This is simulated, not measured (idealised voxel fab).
process module | voxel wiring stack
cross-section cut | 195 nm wide | cells 5 nm
A cross-section is a grid of square cells, given in bands from the top down. A band is one or more rows of cells.
Each band's line starts with the height of the band's top and of its bottom, in nm. Then come its materials from left to right, each with its width in nm. One material with "throughout" fills the band from edge to edge. "air" is empty space.
Height 0 is the level under which the wafer as received is all one material. The lowest band goes on downwards, as in "0 down".
A width such as "30 to 40" changes by the same amount from each row of cells to the next, from the band's top row to its bottom row.
"no change" after a step means that no cell of the cross-section changed.
closed voids: empty space of 8 cells or more with no open way to the top, each as width x height at its distance from the left edge, in nm
after a step's settings: what the simulator itself notes on the step
overlay nm, on a step with a mask: how far to the right of its planned place the mask lay; to the left if negative
plan
1 op RECEIVE | material Si
2 op CONFORMAL_DEP | material SiO2 | thk nm 15
3 op CONFORMAL_DEP | material SiN | thk nm 5
4 op DIRECTIONAL_DEP | material lowk | thk nm 15
5 op PATTERN | tone open | mask id METAL_1 | material resist | width nm 30 | pitch nm 45 | thk nm 15 | overlay nm 0
6 op DIRECTIONAL_ETCH | etch materials lowk | depth nm 15
7 op DIRECTIONAL_ETCH | etch materials SiN | depth nm 5
8 op STRIP | etch materials resist
9 op CONFORMAL_DEP | material TiN | thk nm 5
10 op FILL_DEP | material Cu | thk nm 10
11 op CMP | height nm 35
12 op EPI | material Ru | thk nm 5
13 op FILL_DEP | material SiCN | thk nm 5
14 op DIRECTIONAL_DEP | material lowk | thk nm 5
15 op PATTERN | tone open | mask id PLUG_1 | material resist | width nm 15 | pitch nm 45 | thk nm 15 | overlay nm 0
16 op DIRECTIONAL_ETCH | etch materials lowk | depth nm 15
17 op DIRECTIONAL_ETCH | etch materials SiCN | depth nm 5
18 op STRIP | etch materials resist
19 op EPI | material Ru | thk nm 10
20 op EPI | material Ru | thk nm 10
21 op DIRECTIONAL_DEP | material TiN | thk nm 5
22 op DIRECTIONAL_DEP | material Ru | thk nm 20
23 op MASKED_ETCH | tone cover | mask id METAL_2 | width nm 30 | pitch nm 45 | etch materials Ru | depth nm 20 | overlay nm 0
24 op MASKED_ETCH | tone cover | mask id METAL_2 | width nm 30 | pitch nm 45 | etch materials TiN | depth nm 5 | overlay nm 0
25 op FILL_DEP | material SiO2 | thk nm 5
26 op CMP | height nm 85
27 op CONFORMAL_DEP | material SiCN | thk nm 5
28 op DIRECTIONAL_DEP | material SiO2 | thk nm 30
29 op PATTERN | tone open | mask id METAL_3 | material resist | width nm 30 | pitch nm 45 | thk nm 15 | overlay nm 0
30 op DIRECTIONAL_ETCH | etch materials SiO2 | depth nm 20
31 op STRIP | etch materials resist
32 op PATTERN | tone open | mask id METAL_3_HOLES | material resist | width nm 15 | pitch nm 90 | thk nm 15 | overlay nm 0
33 op DIRECTIONAL_ETCH | etch materials SiO2 | depth nm 10
34 op DIRECTIONAL_ETCH | etch materials SiCN | depth nm 5
35 op STRIP | etch materials resist
36 op CONFORMAL_DEP | material TiN | thk nm 5
37 op FILL_DEP | material Cu | thk nm 10
38 op CMP | height nm 120
39 op CONFORMAL_DEP | material SiCN | thk nm 5
varied across the wafers: thk nm of step 14. The plan shows the first wafer's value. All wafers start alike
first wafer as received, after step 1
  0 down: Si throughout
  closed voids: none
first wafer at the end, after step 39
  125 to 120: SiCN throughout
  120 to 105: SiO2 15 | TiN 5 | Cu 20 | TiN 5 | SiO2 15 | TiN 5 | Cu 20 | TiN 5 | SiO2 15 | TiN 5 | Cu 20 | TiN 5 | SiO2 15 | TiN 5 | Cu 20 | TiN 5 | SiO2 15
  105 to 100: SiO2 15 | TiN 5 | Cu 5 | TiN 20 | SiO2 15 | TiN 30 | SiO2 15 | TiN 5 | Cu 5 | TiN 20 | SiO2 15 | TiN 30 | SiO2 15
  100 to 90: SiO2 15 | TiN 5 | Cu 5 | TiN 5 | SiO2 75 | TiN 5 | Cu 5 | TiN 5 | SiO2 75
  90 to 85: SiCN 15 | TiN 15 | SiCN 75 | TiN 15 | SiCN 75
  85 to 75: SiO2 15 | Ru 25 | SiO2 20 | Ru 25 | SiO2 20 | Ru 25 | SiO2 20 | Ru 25 | SiO2 20
  75 to 65: SiO2 15 | Ru 30 | SiO2 15 | Ru 30 | SiO2 15 | Ru 30 | SiO2 15 | Ru 30 | SiO2 15
  65 to 60: SiO2 15 | TiN 25 | Ru 5 | SiO2 15 | TiN 25 | Ru 5 | SiO2 15 | TiN 25 | Ru 5 | SiO2 15 | TiN 25 | Ru 5 | SiO2 15
  60 to 55: SiO2 5 | Ru 40 | SiO2 5 | Ru 40 | SiO2 5 | Ru 40 | SiO2 5 | Ru 40 | SiO2 15
  55 to 50: SiO2 5 | Ru 35 | TiN 5 | SiO2 5 | Ru 35 | TiN 5 | SiO2 5 | Ru 35 | TiN 5 | SiO2 5 | Ru 35 | TiN 5 | SiO2 15
  50 to 45: lowk 15 | Ru 15 | lowk 30 | Ru 15 | lowk 30 | Ru 15 | lowk 30 | Ru 15 | lowk 30
  45 to 35: SiCN 15 to 10 | Ru 15 to 40 | SiCN 30 to 5 | Ru 15 to 40 | SiCN 30 to 5 | Ru 15 to 40 | SiCN 30 to 5 | Ru 15 to 40 | SiCN 30 to 10
  35 to 20: lowk 15 | TiN 5 | Cu 20 | TiN 5 | lowk 15 | TiN 5 | Cu 20 | TiN 5 | lowk 15 | TiN 5 | Cu 20 | TiN 5 | lowk 15 | TiN 5 | Cu 20 | TiN 5 | lowk 15
  20 to 15: SiN 15 | TiN 30 | SiN 15 | TiN 30 | SiN 15 | TiN 30 | SiN 15 | TiN 30 | SiN 15
  15 to 0: SiO2 throughout
  0 down: Si throughout
  closed voids: none
last wafer at the end
  125 to 120: SiCN throughout
  120 to 105: SiO2 15 | TiN 5 | Cu 20 | TiN 5 | SiO2 15 | TiN 5 | Cu 20 | TiN 5 | SiO2 15 | TiN 5 | Cu 20 | TiN 5 | SiO2 15 | TiN 5 | Cu 20 | TiN 5 | SiO2 15
  105 to 100: SiO2 15 | TiN 5 | Cu 5 | TiN 20 | SiO2 15 | TiN 30 | SiO2 15 | TiN 5 | Cu 5 | TiN 20 | SiO2 15 | TiN 30 | SiO2 15
  100 to 90: SiO2 15 | TiN 5 | Cu 5 | TiN 5 | SiO2 75 | TiN 5 | Cu 5 | TiN 5 | SiO2 75
  90 to 85: SiCN 15 | TiN 15 | SiCN 75 | TiN 15 | SiCN 75
  85 to 80: SiO2 15 | Ru 30 | SiO2 15 | Ru 30 | SiO2 15 | Ru 30 | SiO2 15 | Ru 30 | SiO2 15
  80 to 75: SiO2 15 | Ru 15 | TiN 15 | SiO2 15 | Ru 15 | TiN 15 | SiO2 15 | Ru 15 | TiN 15 | SiO2 15 | Ru 15 | TiN 15 | SiO2 15
  75 to 65: lowk 15 | Ru 15 | lowk 30 | Ru 15 | lowk 30 | Ru 15 | lowk 30 | Ru 15 | lowk 30
  65 to 60: lowk 15 | TiN 15 | lowk 30 | TiN 15 | lowk 30 | TiN 15 | lowk 30 | TiN 15 | lowk 30
  60 to 45: lowk throughout
  45 to 40: SiCN throughout
  40 to 35: SiCN 10 | Ru 40 | SiCN 5 | Ru 40 | SiCN 5 | Ru 40 | SiCN 5 | Ru 40 | SiCN 10
  35 to 20: lowk 15 | TiN 5 | Cu 20 | TiN 5 | lowk 15 | TiN 5 | Cu 20 | TiN 5 | lowk 15 | TiN 5 | Cu 20 | TiN 5 | lowk 15 | TiN 5 | Cu 20 | TiN 5 | lowk 15
  20 to 15: SiN 15 | TiN 30 | SiN 15 | TiN 30 | SiN 15 | TiN 30 | SiN 15 | TiN 30 | SiN 15
  15 to 0: SiO2 throughout
  0 down: Si throughout
  closed voids: none
each wafer at the end: cells of each material gained (+) or lost (-) since it was received, then its closed voids
thk nm 5 | +102 Cu | +208 Ru | +106 SiCN | +15 SiN | +340 SiO2 | +132 TiN | +72 lowk | closed voids: none
thk nm 10 | +102 Cu | +184 Ru | +106 SiCN | +15 SiN | +337 SiO2 | +132 TiN | +99 lowk | closed voids: none
thk nm 15 | +102 Cu | +176 Ru | +106 SiCN | +15 SiN | +318 SiO2 | +132 TiN | +126 lowk | closed voids: none
thk nm 20 | +102 Cu | +116 Ru | +118 SiCN | +15 SiN | +327 SiO2 | +132 TiN | +165 lowk | closed voids: none
thk nm 25 | +102 Cu | +104 Ru | +118 SiCN | +15 SiN | +300 SiO2 | +132 TiN | +204 lowk | closed voids: none
thk nm 30 | +102 Cu | +92 Ru | +118 SiCN | +15 SiN | +273 SiO2 | +132 TiN | +243 lowk | closed voids: none
